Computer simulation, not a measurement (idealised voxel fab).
process module | voxel air gaps
cross-section cut | 300 nm wide | cells 5 nm
A cross-section is a grid of square cells, given in bands from the top down. A band is one or more rows of cells.
Each band's line starts with the height of the band's top and of its bottom, in nm. Then come its materials from left to right, each with its width in nm. One material with "throughout" fills the band from edge to edge. "air" is empty space.
Height 0 is the level under which the wafer as received is all one material. The lowest band goes on downwards, as in "0 down".
A width such as "30 to 40" changes by the same amount from each row of cells to the next, from the band's top row to its bottom row.
"no change" after a step means that no cell of the cross-section changed.
closed voids: empty space of 8 cells or more with no open way to the top, each as width x height at its distance from the left edge, in nm
after a step's settings: what the simulator itself notes on the step
overlay nm, on a step with a mask: how far to the right of its planned place the mask lay; to the left if negative
plan
1 op RECEIVE | material Si
2 op CONFORMAL_DEP | material SiO2 | thk nm 10
3 op CONFORMAL_DEP | material SiN | thk nm 5
4 op DIRECTIONAL_DEP | material SiO2 | thk nm 40
5 op MASKED_ETCH | tone open | mask id LINES | width nm 20 | pitch nm 45 | etch materials SiO2 | depth nm 40 | overlay nm 0
6 op CONFORMAL_DEP | material TiN | thk nm 5
7 op FILL_DEP | material W | thk nm 10
8 op CMP | height nm 55
9 op EPI | material Ru | thk nm 10
10 op SELECTIVE_ETCH | etch materials SiO2 | depth nm 50
11 op CONFORMAL_DEP | material SiN | thk nm 5
first wafer, as planned
as received, after step 1
  0 down: Si throughout
  closed voids: none
after step 2
  10 to 0: SiO2 throughout
  below 0: unchanged
after step 3
  15 to 10: SiN throughout
  below 10: unchanged
after step 4
  55 to 15: SiO2 throughout
  below 15: unchanged
after step 5
  55 to 15: SiO2 70 | air 20 | SiO2 25 | air 20 | SiO2 25 | air 20 | SiO2 25 | air 20 | SiO2 75
  below 15: unchanged
after step 6
  60 to 55: TiN 75 | air 10 | TiN 35 | air 10 | TiN 35 | air 10 | TiN 35 | air 10 | TiN 80
  55 to 20: SiO2 70 | TiN 5 | air 10 | TiN 5 | SiO2 25 | TiN 5 | air 10 | TiN 5 | SiO2 25 | TiN 5 | air 10 | TiN 5 | SiO2 25 | TiN 5 | air 10 | TiN 5 | SiO2 75
  20 to 15: SiO2 70 | TiN 20 | SiO2 25 | TiN 20 | SiO2 25 | TiN 20 | SiO2 25 | TiN 20 | SiO2 75
  below 15: unchanged
after step 7
  70 to 60: W throughout
  60 to 55: TiN 75 | W 10 | TiN 35 | W 10 | TiN 35 | W 10 | TiN 35 | W 10 | TiN 80
  55 to 20: SiO2 70 | TiN 5 | W 10 | TiN 5 | SiO2 25 | TiN 5 | W 10 | TiN 5 | SiO2 25 | TiN 5 | W 10 | TiN 5 | SiO2 25 | TiN 5 | W 10 | TiN 5 | SiO2 75
  below 20: unchanged
after step 8
  55 to 20: SiO2 70 | TiN 5 | W 10 | TiN 5 | SiO2 25 | TiN 5 | W 10 | TiN 5 | SiO2 25 | TiN 5 | W 10 | TiN 5 | SiO2 25 | TiN 5 | W 10 | TiN 5 | SiO2 75
  below 20: unchanged
after step 9
  65 to 55: air 60 | Ru 40 | air 5 | Ru 40 | air 5 | Ru 40 | air 5 | Ru 40 | air 65
  below 55: unchanged
after step 10
  65 to 55: air 60 | Ru 40 | air 5 | Ru 40 | air 5 | Ru 40 | air 5 | Ru 40 | air 65
  55 to 20: air 70 | TiN 5 | W 10 | TiN 5 | air 25 | TiN 5 | W 10 | TiN 5 | air 25 | TiN 5 | W 10 | TiN 5 | air 25 | TiN 5 | W 10 | TiN 5 | air 75
  20 to 15: air 70 | TiN 20 | air 25 | TiN 20 | air 25 | TiN 20 | air 25 | TiN 20 | air 75
  below 15: unchanged
after step 11
  70 to 65: air 55 | SiN 185 | air 60
  65 to 55: air 55 | SiN 5 | Ru 40 | SiN 5 | Ru 40 | SiN 5 | Ru 40 | SiN 5 | Ru 40 | SiN 5 | air 60
  55 to 50: air 55 | SiN 15 | TiN 5 | W 10 | TiN 5 | SiN 25 | TiN 5 | W 10 | TiN 5 | SiN 25 | TiN 5 | W 10 | TiN 5 | SiN 25 | TiN 5 | W 10 | TiN 5 | SiN 15 | air 60
  50 to 20: air 65 | SiN 5 | TiN 5 | W 10 | TiN 5 | SiN 5 | air 15 | SiN 5 | TiN 5 | W 10 | TiN 5 | SiN 5 | air 15 | SiN 5 | TiN 5 | W 10 | TiN 5 | SiN 5 | air 15 | SiN 5 | TiN 5 | W 10 | TiN 5 | SiN 5 | air 70
  20 to 15: SiN 70 | TiN 20 | SiN 25 | TiN 20 | SiN 25 | TiN 20 | SiN 25 | TiN 20 | SiN 75
  below 15: unchanged
  closed voids: 15 x 30 at 95; 15 x 30 at 140; 15 x 30 at 185
second wafer: like start, like plan, one mistake. Through step 1 it matches the first wafer
when step 2 should have ended: no change
when step 3 should have ended
  5 to 0: SiN throughout
  below 0: unchanged
when step 4 should have ended
  45 to 5: SiO2 throughout
  below 5: unchanged
when step 5 should have ended
  45 to 5: SiO2 70 | air 20 | SiO2 25 | air 20 | SiO2 25 | air 20 | SiO2 25 | air 20 | SiO2 75
  below 5: unchanged
when step 6 should have ended
  50 to 45: TiN 75 | air 10 | TiN 35 | air 10 | TiN 35 | air 10 | TiN 35 | air 10 | TiN 80
  45 to 10: SiO2 70 | TiN 5 | air 10 | TiN 5 | SiO2 25 | TiN 5 | air 10 | TiN 5 | SiO2 25 | TiN 5 | air 10 | TiN 5 | SiO2 25 | TiN 5 | air 10 | TiN 5 | SiO2 75
  10 to 5: SiO2 70 | TiN 20 | SiO2 25 | TiN 20 | SiO2 25 | TiN 20 | SiO2 25 | TiN 20 | SiO2 75
  below 5: unchanged
when step 7 should have ended
  60 to 50: W throughout
  50 to 45: TiN 75 | W 10 | TiN 35 | W 10 | TiN 35 | W 10 | TiN 35 | W 10 | TiN 80
  45 to 10: SiO2 70 | TiN 5 | W 10 | TiN 5 | SiO2 25 | TiN 5 | W 10 | TiN 5 | SiO2 25 | TiN 5 | W 10 | TiN 5 | SiO2 25 | TiN 5 | W 10 | TiN 5 | SiO2 75
  below 10: unchanged
when step 8 should have ended
  55 to 50: W throughout
  below 50: unchanged
when step 9 should have ended
  65 to 55: Ru throughout
  below 55: unchanged
when step 10 should have ended: no change
when step 11 should have ended
  70 to 65: SiN throughout
  below 65: unchanged
what went wrong: step 2 was left out
at the end the second wafer has, in cells: 56 more of Ru | 100 fewer of SiN | 232 more of SiO2 | 52 more of TiN | 68 more of W
closed voids at the end (first wafer, second wafer): 3, 0
